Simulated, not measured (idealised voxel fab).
The process module that follows is named voxel wiring stack.
Section cut is 220 nm wide and gridded with 5 nm square cells.
A cross-section is written here as square cells arranged in a grid, and it is given in bands from the top down, each band taking up one or more rows of cells. Each band's line starts with the height of the band's top and of its bottom, in nm. Then come its materials from left to right, each with its width in nm. One material with "throughout" fills the band from edge to edge. "air" is empty space. For the purposes of this specification, 0 denotes the height below which the wafer in its as-received condition is composed wholly of one material, and the lowermost band, lacking a lower limit, extends downward without end, as expressed in "0 -> down". A width given as "30..40" starts at the first number in the band's top row and ends at the second number in its bottom row, shifting by an equal amount at every step from row to row. It should be understood that the words "no modifications", when stated for a given step, signify that the cross-section underwent no change in any of its cells during that step. Empty spaces counting at least 8 cells and having no open way to the top are listed in "Entrapped void list". The notation width x height at distance is used for each, the distance being from the left edge and all three values in nm. Past the settings on a step's line: simulator remark, on that step. Among the settings permitted on a step's line is "overlay nm"; applied to a step with a mask, it specifies the extent to which the mask lay to the right of its planned position, whereas a negative figure signifies a position to the left. Note on reading: below, each pair holds a cross-section from before one process step and one from after it; the one from after shows only down to the lowest band that changed. Beneath the pair, the step in between is stated along with its settings. The pairs can stem from different runs of this module on the same starting wafer. Where a pair's entry headed "Status before step" says so, and only there, that pair continues from the pair above it.

-- Status before step
- 90 -> 70: lowk 20 nm, then air 30 nm, then lowk 20 nm, then air 30 nm, then lowk 20 nm, then air 30 nm, then lowk 20 nm, then air 30 nm, then lowk 20 nm
- 70 -> 55: lowk throughout
- 55 -> 50: SiCN throughout
- 50 -> 45: SiCN 15 nm, then Ru 40 nm, then SiCN 10 nm, then Ru 40 nm, then SiCN 10 nm, then Ru 40 nm, then SiCN 10 nm, then Ru 40 nm, then SiCN 15 nm
- 45 -> 20: SiO2 20 nm, then TiN 5 nm, then W 20 nm, then TiN 5 nm, then SiO2 20 nm, then TiN 5 nm, then W 20 nm, then TiN 5 nm, then SiO2 20 nm, then TiN 5 nm, then W 20 nm, then TiN 5 nm, then SiO2 20 nm, then TiN 5 nm, then W 20 nm, then TiN 5 nm, then SiO2 20 nm
- 20 -> 15: SiN 20 nm, then TiN 30 nm, then SiN 20 nm, then TiN 30 nm, then SiN 20 nm, then TiN 30 nm, then SiN 20 nm, then TiN 30 nm, then SiN 20 nm
- 15 -> 0: SiO2 throughout
- 0 -> down: Si throughout
- Entrapped void list: none

-- Post-Step Cross-Section
- 90 -> 75: lowk 15 nm, then air 35 nm, then lowk 15 nm, then air 35 nm, then lowk 15 nm, then air 35 nm, then lowk 15 nm, then air 35 nm, then lowk 20 nm
- 75 -> 70: lowk 20 nm, then air 30 nm, then lowk 20 nm, then air 30 nm, then lowk 20 nm, then air 30 nm, then lowk 20 nm, then air 30 nm, then lowk 20 nm
- 70 -> 55: lowk 20 nm, then air 20 nm, then lowk 30 nm, then air 20 nm, then lowk 30 nm, then air 20 nm, then lowk 30 nm, then air 20 nm, then lowk 30 nm
- Whatever lies below 55 is exactly as it was before.
- Entrapped void list: none
In between the cross-sections above, the run called for MASKED_ETCH, tone open, mask id METAL_2_HOLES, width nm 25, pitch nm 50, etch materials lowk, depth nm 15, overlay nm 0

Status before step: It is represented by the cross-section appearing after the step of the pair directly above.

-- Post-Step Cross-Section
- 90 -> 75: lowk 15 nm, then air 35 nm, then lowk 15 nm, then air 35 nm, then lowk 15 nm, then air 35 nm, then lowk 15 nm, then air 35 nm, then lowk 20 nm
- 75 -> 70: lowk 20 nm, then air 30 nm, then lowk 20 nm, then air 30 nm, then lowk 20 nm, then air 30 nm, then lowk 20 nm, then air 30 nm, then lowk 20 nm
- 70 -> 55: lowk 20 nm, then air 20 nm, then lowk 30 nm, then air 20 nm, then lowk 30 nm, then air 20 nm, then lowk 30 nm, then air 20 nm, then lowk 30 nm
- 55 -> 50: SiCN 20 nm, then air 15 nm, then SiCN 35 nm, then air 15 nm, then SiCN 35 nm, then air 15 nm, then SiCN 35 nm, then air 15 nm, then SiCN 35 nm
- Whatever lies below 50 is exactly as it was before.
- Entrapped void list: none
In between the cross-sections above, the run called for MASKED_ETCH, tone open, mask id METAL_2_HOLES, width nm 15, pitch nm 50, etch materials SiCN, depth nm 5, overlay nm 0

Status before step: It is represented by the cross-section appearing after the step of the pair directly above.

-- Post-Step Cross-Section
- 95 -> 90: TiN 20 nm, then air 25 nm, then TiN 25 nm, then air 25 nm, then TiN 25 nm, then air 25 nm, then TiN 25 nm, then air 25 nm, then TiN 25 nm
- 90 -> 80: lowk 15 nm, then TiN 5 nm, then air 25 nm, then TiN 5 nm, then lowk 15 nm, then TiN 5 nm, then air 25 nm, then TiN 5 nm, then lowk 15 nm, then TiN 5 nm, then air 25 nm, then TiN 5 nm, then lowk 15 nm, then TiN 5 nm, then air 25 nm, then TiN 5 nm, then lowk 20 nm
- 80 -> 70: lowk 15..20 nm, then TiN 10..5 nm, then air 20..10 nm, then TiN 5..15 nm, then lowk 15..20 nm, then TiN 10..5 nm, then air 20..10 nm, then TiN 5..15 nm, then lowk 15..20 nm, then TiN 10..5 nm, then air 20..10 nm, then TiN 5..15 nm, then lowk 15..20 nm, then TiN 10..5 nm, then air 20..10 nm, then TiN 5..15 nm, then lowk 20 nm
- 70 -> 60: lowk 20 nm, then TiN 5 nm, then air 10 nm, then TiN 5 nm, then lowk 30 nm, then TiN 5 nm, then air 10 nm, then TiN 5 nm, then lowk 30 nm, then TiN 5 nm, then air 10 nm, then TiN 5 nm, then lowk 30 nm, then TiN 5 nm, then air 10 nm, then TiN 5 nm, then lowk 30 nm
- 60 -> 55: lowk 20 nm, then TiN 5 nm, then air 5 nm, then TiN 10 nm, then lowk 30 nm, then TiN 5 nm, then air 5 nm, then TiN 10 nm, then lowk 30 nm, then TiN 5 nm, then air 5 nm, then TiN 10 nm, then lowk 30 nm, then TiN 5 nm, then air 5 nm, then TiN 10 nm, then lowk 30 nm
- 55 -> 50: SiCN 20 nm, then TiN 15 nm, then SiCN 35 nm, then TiN 15 nm, then SiCN 35 nm, then TiN 15 nm, then SiCN 35 nm, then TiN 15 nm, then SiCN 35 nm
- Whatever lies below 50 is exactly as it was before.
- Entrapped void list: none
In between the cross-sections above, the run called for CONFORMAL_DEP, material TiN, thk nm 5

Status before step: It is represented by the cross-section appearing after the step of the pair directly above.

-- Post-Step Cross-Section
- 105 -> 95: Cu throughout
- 95 -> 90: TiN 20 nm, then Cu 25 nm, then TiN 25 nm, then Cu 25 nm, then TiN 25 nm, then Cu 25 nm, then TiN 25 nm, then Cu 25 nm, then TiN 25 nm
- 90 -> 80: lowk 15 nm, then TiN 5 nm, then Cu 25 nm, then TiN 5 nm, then lowk 15 nm, then TiN 5 nm, then Cu 25 nm, then TiN 5 nm, then lowk 15 nm, then TiN 5 nm, then Cu 25 nm, then TiN 5 nm, then lowk 15 nm, then TiN 5 nm, then Cu 25 nm, then TiN 5 nm, then lowk 20 nm
- 80 -> 70: lowk 15..20 nm, then TiN 10..5 nm, then Cu 20..10 nm, then TiN 5..15 nm, then lowk 15..20 nm, then TiN 10..5 nm, then Cu 20..10 nm, then TiN 5..15 nm, then lowk 15..20 nm, then TiN 10..5 nm, then Cu 20..10 nm, then TiN 5..15 nm, then lowk 15..20 nm, then TiN 10..5 nm, then Cu 20..10 nm, then TiN 5..15 nm, then lowk 20 nm
- 70 -> 60: lowk 20 nm, then TiN 5 nm, then Cu 10 nm, then TiN 5 nm, then lowk 30 nm, then TiN 5 nm, then Cu 10 nm, then TiN 5 nm, then lowk 30 nm, then TiN 5 nm, then Cu 10 nm, then TiN 5 nm, then lowk 30 nm, then TiN 5 nm, then Cu 10 nm, then TiN 5 nm, then lowk 30 nm
- 60 -> 55: lowk 20 nm, then TiN 5 nm, then Cu 5 nm, then TiN 10 nm, then lowk 30 nm, then TiN 5 nm, then Cu 5 nm, then TiN 10 nm, then lowk 30 nm, then TiN 5 nm, then Cu 5 nm, then TiN 10 nm, then lowk 30 nm, then TiN 5 nm, then Cu 5 nm, then TiN 10 nm, then lowk 30 nm
- Whatever lies below 55 is exactly as it was before.
- Entrapped void list: none
In between the cross-sections above, the run called for FILL_DEP, material Cu, thk nm 10

Status before step: It is represented by the cross-section appearing after the step of the pair directly above.

-- Post-Step Cross-Section
- 90 -> 80: lowk 15 nm, then TiN 5 nm, then Cu 25 nm, then TiN 5 nm, then lowk 15 nm, then TiN 5 nm, then Cu 25 nm, then TiN 5 nm, then lowk 15 nm, then TiN 5 nm, then Cu 25 nm, then TiN 5 nm, then lowk 15 nm, then TiN 5 nm, then Cu 25 nm, then TiN 5 nm, then lowk 20 nm
- Whatever lies below 80 is exactly as it was before.
- Entrapped void list: none
In between the cross-sections above, the run called for CMP, height nm 90

Status before step: It is represented by the cross-section appearing after the step of the pair directly above.

-- Post-Step Cross-Section
- 95 -> 90: SiCN throughout
- Whatever lies below 90 is exactly as it was before.
- Entrapped void list: none
In between the cross-sections above, the run called for CONFORMAL_DEP, material SiCN, thk nm 5

-- Status before step
- 90 -> 70: lowk 20 nm, then air 30 nm, then lowk 20 nm, then air 30 nm, then lowk 20 nm, then air 30 nm, then lowk 20 nm, then air 30 nm, then lowk 20 nm
- 70 -> 55: lowk throughout
- 55 -> 50: SiCN throughout
- 50 -> 45: SiCN 15 nm, then Ru 40 nm, then SiCN 10 nm, then Ru 40 nm, then SiCN 10 nm, then Ru 40 nm, then SiCN 10 nm, then Ru 40 nm, then SiCN 15 nm
- 45 -> 20: SiO2 20 nm, then TiN 5 nm, then W 20 nm, then TiN 5 nm, then SiO2 20 nm, then TiN 5 nm, then W 20 nm, then TiN 5 nm, then SiO2 20 nm, then TiN 5 nm, then W 20 nm, then TiN 5 nm, then SiO2 20 nm, then TiN 5 nm, then W 20 nm, then TiN 5 nm, then SiO2 20 nm
- 20 -> 15: SiN 20 nm, then TiN 30 nm, then SiN 20 nm, then TiN 30 nm, then SiN 20 nm, then TiN 30 nm, then SiN 20 nm, then TiN 30 nm, then SiN 20 nm
- 15 -> 0: SiO2 throughout
- 0 -> down: Si throughout
- Entrapped void list: none

-- Post-Step Cross-Section
- 90 -> 75: lowk 15 nm, then air 35 nm, then lowk 15 nm, then air 35 nm, then lowk 15 nm, then air 35 nm, then lowk 15 nm, then air 35 nm, then lowk 20 nm
- 75 -> 70: lowk 20 nm, then air 30 nm, then lowk 20 nm, then air 30 nm, then lowk 20 nm, then air 30 nm, then lowk 20 nm, then air 30 nm, then lowk 20 nm
- 70 -> 55: lowk 20 nm, then air 10 nm, then lowk 40 nm, then air 10 nm, then lowk 40 nm, then air 10 nm, then lowk 40 nm, then air 10 nm, then lowk 40 nm
- Whatever lies below 55 is exactly as it was before.
- Entrapped void list: none
In between the cross-sections above, the run called for MASKED_ETCH, tone open, mask id METAL_2_HOLES, width nm 15, pitch nm 50, etch materials lowk, depth nm 15, overlay nm -5

Status before step: It is represented by the cross-section appearing after the step of the pair directly above.

-- Post-Step Cross-Section
- 90 -> 75: lowk 15 nm, then air 35 nm, then lowk 15 nm, then air 35 nm, then lowk 15 nm, then air 35 nm, then lowk 15 nm, then air 35 nm, then lowk 20 nm
- 75 -> 70: lowk 20 nm, then air 30 nm, then lowk 20 nm, then air 30 nm, then lowk 20 nm, then air 30 nm, then lowk 20 nm, then air 30 nm, then lowk 20 nm
- 70 -> 55: lowk 20 nm, then air 10 nm, then lowk 40 nm, then air 10 nm, then lowk 40 nm, then air 10 nm, then lowk 40 nm, then air 10 nm, then lowk 40 nm
- 55 -> 50: SiCN 20 nm, then air 10 nm, then SiCN 40 nm, then air 10 nm, then SiCN 40 nm, then air 10 nm, then SiCN 40 nm, then air 10 nm, then SiCN 40 nm
- Whatever lies below 50 is exactly as it was before.
- Entrapped void list: none
In between the cross-sections above, the run called for MASKED_ETCH, tone open, mask id METAL_2_HOLES, width nm 15, pitch nm 50, etch materials SiCN, depth nm 5, overlay nm 0

Status before step: It is represented by the cross-section appearing after the step of the pair directly above.

-- Post-Step Cross-Section
- 95 -> 90: TiN 20 nm, then air 25 nm, then TiN 25 nm, then air 25 nm, then TiN 25 nm, then air 25 nm, then TiN 25 nm, then air 25 nm, then TiN 25 nm
- 90 -> 80: lowk 15 nm, then TiN 5 nm, then air 25 nm, then TiN 5 nm, then lowk 15 nm, then TiN 5 nm, then air 25 nm, then TiN 5 nm, then lowk 15 nm, then TiN 5 nm, then air 25 nm, then TiN 5 nm, then lowk 15 nm, then TiN 5 nm, then air 25 nm, then TiN 5 nm, then lowk 20 nm
- 80 -> 75: lowk 15 nm, then TiN 10 nm, then air 20 nm, then TiN 5 nm, then lowk 15 nm, then TiN 10 nm, then air 20 nm, then TiN 5 nm, then lowk 15 nm, then TiN 10 nm, then air 20 nm, then TiN 5 nm, then lowk 15 nm, then TiN 10 nm, then air 20 nm, then TiN 5 nm, then lowk 20 nm
- 75 -> 70: lowk 20 nm, then TiN 30 nm, then lowk 20 nm, then TiN 30 nm, then lowk 20 nm, then TiN 30 nm, then lowk 20 nm, then TiN 30 nm, then lowk 20 nm
- 70 -> 55: lowk 20 nm, then TiN 10 nm, then lowk 40 nm, then TiN 10 nm, then lowk 40 nm, then TiN 10 nm, then lowk 40 nm, then TiN 10 nm, then lowk 40 nm
- 55 -> 50: SiCN 20 nm, then TiN 10 nm, then SiCN 40 nm, then TiN 10 nm, then SiCN 40 nm, then TiN 10 nm, then SiCN 40 nm, then TiN 10 nm, then SiCN 40 nm
- Whatever lies below 50 is exactly as it was before.
- Entrapped void list: none
In between the cross-sections above, the run called for CONFORMAL_DEP, material TiN, thk nm 5

Status before step: It is represented by the cross-section appearing after the step of the pair directly above.

-- Post-Step Cross-Section
- 105 -> 95: Cu throughout
- 95 -> 90: TiN 20 nm, then Cu 25 nm, then TiN 25 nm, then Cu 25 nm, then TiN 25 nm, then Cu 25 nm, then TiN 25 nm, then Cu 25 nm, then TiN 25 nm
- 90 -> 80: lowk 15 nm, then TiN 5 nm, then Cu 25 nm, then TiN 5 nm, then lowk 15 nm, then TiN 5 nm, then Cu 25 nm, then TiN 5 nm, then lowk 15 nm, then TiN 5 nm, then Cu 25 nm, then TiN 5 nm, then lowk 15 nm, then TiN 5 nm, then Cu 25 nm, then TiN 5 nm, then lowk 20 nm
- 80 -> 75: lowk 15 nm, then TiN 10 nm, then Cu 20 nm, then TiN 5 nm, then lowk 15 nm, then TiN 10 nm, then Cu 20 nm, then TiN 5 nm, then lowk 15 nm, then TiN 10 nm, then Cu 20 nm, then TiN 5 nm, then lowk 15 nm, then TiN 10 nm, then Cu 20 nm, then TiN 5 nm, then lowk 20 nm
- Whatever lies below 75 is exactly as it was before.
- Entrapped void list: none
In between the cross-sections above, the run called for FILL_DEP, material Cu, thk nm 10

Status before step: It is represented by the cross-section appearing after the step of the pair directly above.

-- Post-Step Cross-Section
- 90 -> 80: lowk 15 nm, then TiN 5 nm, then Cu 25 nm, then TiN 5 nm, then lowk 15 nm, then TiN 5 nm, then Cu 25 nm, then TiN 5 nm, then lowk 15 nm, then TiN 5 nm, then Cu 25 nm, then TiN 5 nm, then lowk 15 nm, then TiN 5 nm, then Cu 25 nm, then TiN 5 nm, then lowk 20 nm
- Whatever lies below 80 is exactly as it was before.
- Entrapped void list: none
In between the cross-sections above, the run called for CMP, height nm 90

Status before step: It is represented by the cross-section appearing after the step of the pair directly above.

-- Post-Step Cross-Section
- 95 -> 90: SiCN throughout
- Whatever lies below 90 is exactly as it was before.
- Entrapped void list: none
In between the cross-sections above, the run called for CONFORMAL_DEP, material SiCN, thk nm 5

-- Status before step
- 50 -> 45: TiN 25 nm, then air 20 nm, then TiN 30 nm, then air 20 nm, then TiN 30 nm, then air 20 nm, then TiN 30 nm, then air 20 nm, then TiN 25 nm
- 45 -> 20: SiO2 20 nm, then TiN 5 nm, then air 20 nm, then TiN 5 nm, then SiO2 20 nm, then TiN 5 nm, then air 20 nm, then TiN 5 nm, then SiO2 20 nm, then TiN 5 nm, then air 20 nm, then TiN 5 nm, then SiO2 20 nm, then TiN 5 nm, then air 20 nm, then TiN 5 nm, then SiO2 20 nm
- 20 -> 15: SiN 20 nm, then TiN 30 nm, then SiN 20 nm, then TiN 30 nm, then SiN 20 nm, then TiN 30 nm, then SiN 20 nm, then TiN 30 nm, then SiN 20 nm
- 15 -> 0: SiO2 throughout
- 0 -> down: Si throughout
- Entrapped void list: none

-- Post-Step Cross-Section
- 55 -> 50: SiO2 throughout
- 50 -> 45: TiN 25 nm, then SiO2 20 nm, then TiN 30 nm, then SiO2 20 nm, then TiN 30 nm, then SiO2 20 nm, then TiN 30 nm, then SiO2 20 nm, then TiN 25 nm
- 45 -> 20: SiO2 20 nm, then TiN 5 nm, then SiO2 20 nm, then TiN 5 nm, then SiO2 20 nm, then TiN 5 nm, then SiO2 20 nm, then TiN 5 nm, then SiO2 20 nm, then TiN 5 nm, then SiO2 20 nm, then TiN 5 nm, then SiO2 20 nm, then TiN 5 nm, then SiO2 20 nm, then TiN 5 nm, then SiO2 20 nm
- Whatever lies below 20 is exactly as it was before.
- Entrapped void list: none
In between the cross-sections above, the run called for FILL_DEP, material SiO2, thk nm 5

Status before step: It is represented by the cross-section appearing after the step of the pair directly above.

-- Post-Step Cross-Section
- 45 -> 20: SiO2 20 nm, then TiN 5 nm, then SiO2 20 nm, then TiN 5 nm, then SiO2 20 nm, then TiN 5 nm, then SiO2 20 nm, then TiN 5 nm, then SiO2 20 nm, then TiN 5 nm, then SiO2 20 nm, then TiN 5 nm, then SiO2 20 nm, then TiN 5 nm, then SiO2 20 nm, then TiN 5 nm, then SiO2 20 nm
- Whatever lies below 20 is exactly as it was before.
- Entrapped void list: none
In between the cross-sections above, the run called for CMP, height nm 45

Status before step: It is represented by the cross-section appearing after the step of the pair directly above.

-- Post-Step Cross-Section
- 50 -> 45: air 15 nm, then Ru 15 nm, then air 10 nm, then Ru 15 nm, then air 10 nm, then Ru 15 nm, then air 10 nm, then Ru 15 nm, then air 10 nm, then Ru 15 nm, then air 10 nm, then Ru 15 nm, then air 10 nm, then Ru 15 nm, then air 10 nm, then Ru 15 nm, then air 15 nm
- Whatever lies below 45 is exactly as it was before.
- Entrapped void list: none
In between the cross-sections above, the run called for EPI, material Ru, thk nm 5

Status before step: It is represented by the cross-section appearing after the step of the pair directly above.

-- Post-Step Cross-Section
- 55 -> 50: SiCN throughout
- 50 -> 45: SiCN 15 nm, then Ru 15 nm, then SiCN 10 nm, then Ru 15 nm, then SiCN 10 nm, then Ru 15 nm, then SiCN 10 nm, then Ru 15 nm, then SiCN 10 nm, then Ru 15 nm, then SiCN 10 nm, then Ru 15 nm, then SiCN 10 nm, then Ru 15 nm, then SiCN 10 nm, then Ru 15 nm, then SiCN 15 nm
- Whatever lies below 45 is exactly as it was before.
- Entrapped void list: none
In between the cross-sections above, the run called for FILL_DEP, material SiCN, thk nm 5

Status before step: It is represented by the cross-section appearing after the step of the pair directly above.

-- Post-Step Cross-Section
- 90 -> 55: lowk throughout
- Whatever lies below 55 is exactly as it was before.
- Entrapped void list: none
In between the cross-sections above, the run called for DIRECTIONAL_DEP, material lowk, thk nm 35

Status before step: It is represented by the cross-section appearing after the step of the pair directly above.

-- Post-Step Cross-Section
- 90 -> 70: lowk 20 nm, then air 30 nm, then lowk 20 nm, then air 30 nm, then lowk 20 nm, then air 30 nm, then lowk 20 nm, then air 30 nm, then lowk 20 nm
- Whatever lies below 70 is exactly as it was before.
- Entrapped void list: none
In between the cross-sections above, the run called for MASKED_ETCH, tone open, mask id METAL_2, width nm 30, pitch nm 50, etch materials lowk, depth nm 20, overlay nm 0

Status before step: It is represented by the cross-section appearing after the step of the pair directly above.

-- Post-Step Cross-Section
- 90 -> 70: lowk 20 nm, then air 30 nm, then lowk 20 nm, then air 30 nm, then lowk 20 nm, then air 30 nm, then lowk 20 nm, then air 30 nm, then lowk 20 nm
- 70 -> 55: lowk 20 nm, then air 15 nm, then lowk 35 nm, then air 15 nm, then lowk 35 nm, then air 15 nm, then lowk 35 nm, then air 15 nm, then lowk 35 nm
- Whatever lies below 55 is exactly as it was before.
- Entrapped void list: none
In between the cross-sections above, the run called for MASKED_ETCH, tone open, mask id METAL_2_HOLES, width nm 15, pitch nm 50, etch materials lowk, depth nm 15, overlay nm 0

Status before step: It is represented by the cross-section appearing after the step of the pair directly above.

-- Post-Step Cross-Section
- 90 -> 70: lowk 20 nm, then air 30 nm, then lowk 20 nm, then air 30 nm, then lowk 20 nm, then air 30 nm, then lowk 20 nm, then air 30 nm, then lowk 20 nm
- 70 -> 55: lowk 20 nm, then air 15 nm, then lowk 35 nm, then air 15 nm, then lowk 35 nm, then air 15 nm, then lowk 35 nm, then air 15 nm, then lowk 35 nm
- 55 -> 50: SiCN 20 nm, then air 15 nm, then SiCN 35 nm, then air 15 nm, then SiCN 35 nm, then air 15 nm, then SiCN 35 nm, then air 15 nm, then SiCN 35 nm
- Whatever lies below 50 is exactly as it was before.
- Entrapped void list: none
In between the cross-sections above, the run called for MASKED_ETCH, tone open, mask id METAL_2_HOLES, width nm 15, pitch nm 50, etch materials SiCN, depth nm 5, overlay nm 0

Status before step: It is represented by the cross-section appearing after the step of the pair directly above.

-- Post-Step Cross-Section
- 95 -> 90: TiN 25 nm, then air 20 nm, then TiN 30 nm, then air 20 nm, then TiN 30 nm, then air 20 nm, then TiN 30 nm, then air 20 nm, then TiN 25 nm
- 90 -> 75: lowk 20 nm, then TiN 5 nm, then air 20 nm, then TiN 5 nm, then lowk 20 nm, then TiN 5 nm, then air 20 nm, then TiN 5 nm, then lowk 20 nm, then TiN 5 nm, then air 20 nm, then TiN 5 nm, then lowk 20 nm, then TiN 5 nm, then air 20 nm, then TiN 5 nm, then lowk 20 nm
- 75 -> 70: lowk 20 nm, then TiN 5 nm, then air 5 nm, then TiN 20 nm, then lowk 20 nm, then TiN 5 nm, then air 5 nm, then TiN 20 nm, then lowk 20 nm, then TiN 5 nm, then air 5 nm, then TiN 20 nm, then lowk 20 nm, then TiN 5 nm, then air 5 nm, then TiN 20 nm, then lowk 20 nm
- 70 -> 55: lowk 20 nm, then TiN 5 nm, then air 5 nm, then TiN 5 nm, then lowk 35 nm, then TiN 5 nm, then air 5 nm, then TiN 5 nm, then lowk 35 nm, then TiN 5 nm, then air 5 nm, then TiN 5 nm, then lowk 35 nm, then TiN 5 nm, then air 5 nm, then TiN 5 nm, then lowk 35 nm
- 55 -> 50: SiCN 20 nm, then TiN 15 nm, then SiCN 35 nm, then TiN 15 nm, then SiCN 35 nm, then TiN 15 nm, then SiCN 35 nm, then TiN 15 nm, then SiCN 35 nm
- Whatever lies below 50 is exactly as it was before.
- Entrapped void list: none
In between the cross-sections above, the run called for CONFORMAL_DEP, material TiN, thk nm 5

Status before step: It is represented by the cross-section appearing after the step of the pair directly above.

-- Post-Step Cross-Section
- 105 -> 95: Cu throughout
- 95 -> 90: TiN 25 nm, then Cu 20 nm, then TiN 30 nm, then Cu 20 nm, then TiN 30 nm, then Cu 20 nm, then TiN 30 nm, then Cu 20 nm, then TiN 25 nm
- 90 -> 75: lowk 20 nm, then TiN 5 nm, then Cu 20 nm, then TiN 5 nm, then lowk 20 nm, then TiN 5 nm, then Cu 20 nm, then TiN 5 nm, then lowk 20 nm, then TiN 5 nm, then Cu 20 nm, then TiN 5 nm, then lowk 20 nm, then TiN 5 nm, then Cu 20 nm, then TiN 5 nm, then lowk 20 nm
- 75 -> 70: lowk 20 nm, then TiN 5 nm, then Cu 5 nm, then TiN 20 nm, then lowk 20 nm, then TiN 5 nm, then Cu 5 nm, then TiN 20 nm, then lowk 20 nm, then TiN 5 nm, then Cu 5 nm, then TiN 20 nm, then lowk 20 nm, then TiN 5 nm, then Cu 5 nm, then TiN 20 nm, then lowk 20 nm
- 70 -> 55: lowk 20 nm, then TiN 5 nm, then Cu 5 nm, then TiN 5 nm, then lowk 35 nm, then TiN 5 nm, then Cu 5 nm, then TiN 5 nm, then lowk 35 nm, then TiN 5 nm, then Cu 5 nm, then TiN 5 nm, then lowk 35 nm, then TiN 5 nm, then Cu 5 nm, then TiN 5 nm, then lowk 35 nm
- Whatever lies below 55 is exactly as it was before.
- Entrapped void list: none
In between the cross-sections above, the run called for FILL_DEP, material Cu, thk nm 10

Status before step: It is represented by the cross-section appearing after the step of the pair directly above.

-- Post-Step Cross-Section
- 90 -> 75: lowk 20 nm, then TiN 5 nm, then Cu 20 nm, then TiN 5 nm, then lowk 20 nm, then TiN 5 nm, then Cu 20 nm, then TiN 5 nm, then lowk 20 nm, then TiN 5 nm, then Cu 20 nm, then TiN 5 nm, then lowk 20 nm, then TiN 5 nm, then Cu 20 nm, then TiN 5 nm, then lowk 20 nm
- Whatever lies below 75 is exactly as it was before.
- Entrapped void list: none
In between the cross-sections above, the run called for CMP, height nm 90

Status before step: It is represented by the cross-section appearing after the step of the pair directly above.

-- Post-Step Cross-Section
- 95 -> 90: SiCN throughout
- Whatever lies below 90 is exactly as it was before.
- Entrapped void list: none
In between the cross-sections above, the run called for CONFORMAL_DEP, material SiCN, thk nm 5

-- Status before step
- 90 -> 70: lowk 20 nm, then air 30 nm, then lowk 20 nm, then air 30 nm, then lowk 20 nm, then air 30 nm, then lowk 20 nm, then air 30 nm, then lowk 20 nm
- 70 -> 55: lowk throughout
- 55 -> 50: SiCN throughout
- 50 -> 45: SiCN 15 nm, then Ru 40 nm, then SiCN 10 nm, then Ru 40 nm, then SiCN 10 nm, then Ru 40 nm, then SiCN 10 nm, then Ru 40 nm, then SiCN 15 nm
- 45 -> 20: SiO2 20 nm, then TiN 5 nm, then W 20 nm, then TiN 5 nm, then SiO2 20 nm, then TiN 5 nm, then W 20 nm, then TiN 5 nm, then SiO2 20 nm, then TiN 5 nm, then W 20 nm, then TiN 5 nm, then SiO2 20 nm, then TiN 5 nm, then W 20 nm, then TiN 5 nm, then SiO2 20 nm
- 20 -> 15: SiN 20 nm, then TiN 30 nm, then SiN 20 nm, then TiN 30 nm, then SiN 20 nm, then TiN 30 nm, then SiN 20 nm, then TiN 30 nm, then SiN 20 nm
- 15 -> 0: SiO2 throughout
- 0 -> down: Si throughout
- Entrapped void list: none

-- Post-Step Cross-Section
- 75 -> 70: lowk 20 nm, then air 30 nm, then lowk 20 nm, then air 30 nm, then lowk 20 nm, then air 30 nm, then lowk 20 nm, then air 30 nm, then lowk 20 nm
- 70 -> 55: lowk 35 nm, then air 15 nm, then lowk 35 nm, then air 15 nm, then lowk 35 nm, then air 15 nm, then lowk 35 nm, then air 15 nm, then lowk 20 nm
- Whatever lies below 55 is exactly as it was before.
- Entrapped void list: none
In between the cross-sections above, the run called for MASKED_ETCH, tone cover, mask id METAL_2_HOLES, width nm 15, pitch nm 50, etch materials lowk, depth nm 15, overlay nm 0

Status before step: It is represented by the cross-section appearing after the step of the pair directly above.

-- Post-Step Cross-Section
- 80 -> 75: TiN 25 nm, then air 20 nm, then TiN 30 nm, then air 20 nm, then TiN 30 nm, then air 20 nm, then TiN 30 nm, then air 20 nm, then TiN 25 nm
- 75 -> 70: lowk 20 nm, then TiN 20 nm, then air 5 nm, then TiN 5 nm, then lowk 20 nm, then TiN 20 nm, then air 5 nm, then TiN 5 nm, then lowk 20 nm, then TiN 20 nm, then air 5 nm, then TiN 5 nm, then lowk 20 nm, then TiN 20 nm, then air 5 nm, then TiN 5 nm, then lowk 20 nm
- 70 -> 60: lowk 35 nm, then TiN 5 nm, then air 5 nm, then TiN 5 nm, then lowk 35 nm, then TiN 5 nm, then air 5 nm, then TiN 5 nm, then lowk 35 nm, then TiN 5 nm, then air 5 nm, then TiN 5 nm, then lowk 35 nm, then TiN 5 nm, then air 5 nm, then TiN 5 nm, then lowk 20 nm
- 60 -> 55: lowk 35 nm, then TiN 15 nm, then lowk 35 nm, then TiN 15 nm, then lowk 35 nm, then TiN 15 nm, then lowk 35 nm, then TiN 15 nm, then lowk 20 nm
- Whatever lies below 55 is exactly as it was before.
- Entrapped void list: none
In between the cross-sections above, the run called for CONFORMAL_DEP, material TiN, thk nm 5

Status before step: It is represented by the cross-section appearing after the step of the pair directly above.

-- Post-Step Cross-Section
- 90 -> 80: Cu throughout
- 80 -> 75: TiN 25 nm, then Cu 20 nm, then TiN 30 nm, then Cu 20 nm, then TiN 30 nm, then Cu 20 nm, then TiN 30 nm, then Cu 20 nm, then TiN 25 nm
- 75 -> 70: lowk 20 nm, then TiN 20 nm, then Cu 5 nm, then TiN 5 nm, then lowk 20 nm, then TiN 20 nm, then Cu 5 nm, then TiN 5 nm, then lowk 20 nm, then TiN 20 nm, then Cu 5 nm, then TiN 5 nm, then lowk 20 nm, then TiN 20 nm, then Cu 5 nm, then TiN 5 nm, then lowk 20 nm
- 70 -> 60: lowk 35 nm, then TiN 5 nm, then Cu 5 nm, then TiN 5 nm, then lowk 35 nm, then TiN 5 nm, then Cu 5 nm, then TiN 5 nm, then lowk 35 nm, then TiN 5 nm, then Cu 5 nm, then TiN 5 nm, then lowk 35 nm, then TiN 5 nm, then Cu 5 nm, then TiN 5 nm, then lowk 20 nm
- Whatever lies below 60 is exactly as it was before.
- Entrapped void list: none
In between the cross-sections above, the run called for FILL_DEP, material Cu, thk nm 10

Status before step: It is represented by the cross-section appearing after the step of the pair directly above.

-- Post-Step Cross-Section
- 95 -> 90: SiCN throughout
- Whatever lies below 90 is exactly as it was before.
- Entrapped void list: none
In between the cross-sections above, the run called for CONFORMAL_DEP, material SiCN, thk nm 5
